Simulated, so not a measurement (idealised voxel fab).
process module | voxel gate over fins
cross-section cut | 190 nm wide | cells 5 nm
A cross-section is a grid of square cells, given in bands from the top down. A band is one or more rows of cells.
Each band's line starts with the height of the band's top and of its bottom, in nm. Then come its materials from left to right, each with its width in nm. One material with "throughout" fills the band from edge to edge. "air" is empty space.
Height 0 is the level under which the wafer as received is all one material. The lowest band goes on downwards, as in "0 down".
A width such as "30 to 40" changes by the same amount from each row of cells to the next, from the band's top row to its bottom row.
"no change" after a step means that no cell of the cross-section changed.
closed voids: empty space of 8 cells or more with no open way to the top, each as width x height at its distance from the left edge, in nm
after a step's settings: what the simulator itself notes on the step
overlay nm, on a step with a mask: how far to the right of its planned place the mask lay; to the left if negative
plan
1 op RECEIVE | material Si
2 op CONFORMAL_DEP | material SiN | thk nm 10
3 op PATTERN | tone cover | mask id FINS | material resist | width nm 15 | pitch nm 50 | thk nm 20 | overlay nm -15
4 op DIRECTIONAL_ETCH | etch materials SiN | depth nm 10
5 op DIRECTIONAL_ETCH | etch materials Si | depth nm 30
6 op STRIP | etch materials resist
7 op FILL_DEP | material SiO2 | thk nm 5
8 op CMP | height nm 10
9 op PATTERN | tone open | mask id RAIL | material resist | width nm 15 | thk nm 15 | overlay nm 0
10 op DIRECTIONAL_ETCH | etch materials SiO2 | depth nm 35
11 op STRIP | etch materials resist
12 op CONFORMAL_DEP | material TiN | thk nm 5
13 op FILL_DEP | material Ru | thk nm 5
14 op CMP | height nm 10
15 op SELECTIVE_ETCH | etch materials W Ru TiN | depth nm 25
16 op FILL_DEP | material SiO2 | thk nm 5
17 op CMP | height nm 10
18 op SELECTIVE_ETCH | etch materials SiO2 | depth nm 20
19 op STRIP | etch materials SiN
20 op CONFORMAL_DEP | material HfO2 | thk nm 5
21 op CONFORMAL_DEP | material TiN | thk nm 5
22 op FILL_DEP | material W | thk nm 10
23 op CMP | height nm 15
24 op CONFORMAL_DEP | material SiCN | thk nm 10
varied across the wafers: overlay nm of step 3. The plan shows the first wafer's value. All wafers start alike
first wafer as received, after step 1
  0 down: Si throughout
  closed voids: none
each wafer at the end: cells of each material gained (+) or lost (-) since it was received, then its closed voids
overlay nm -15 | +46 HfO2 | -192 Si | +76 SiCN | +124 SiO2 | +50 TiN | +86 W | closed voids: none
overlay nm -10 | +46 HfO2 | +1 Ru | -192 Si | +76 SiCN | +122 SiO2 | +51 TiN | +86 W | closed voids: none
overlay nm -5 | +46 HfO2 | +1 Ru | -192 Si | +76 SiCN | +122 SiO2 | +51 TiN | +86 W | closed voids: none
overlay nm 0 | +46 HfO2 | +1 Ru | -192 Si | +76 SiCN | +122 SiO2 | +51 TiN | +86 W | closed voids: none
overlay nm 5 | +46 HfO2 | +1 Ru | -192 Si | +76 SiCN | +122 SiO2 | +51 TiN | +86 W | closed voids: none
overlay nm 10 | +46 HfO2 | +1 Ru | -192 Si | +76 SiCN | +122 SiO2 | +51 TiN | +86 W | closed voids: none
overlay nm 15 | +46 HfO2 | -192 Si | +76 SiCN | +124 SiO2 | +50 TiN | +86 W | closed voids: none
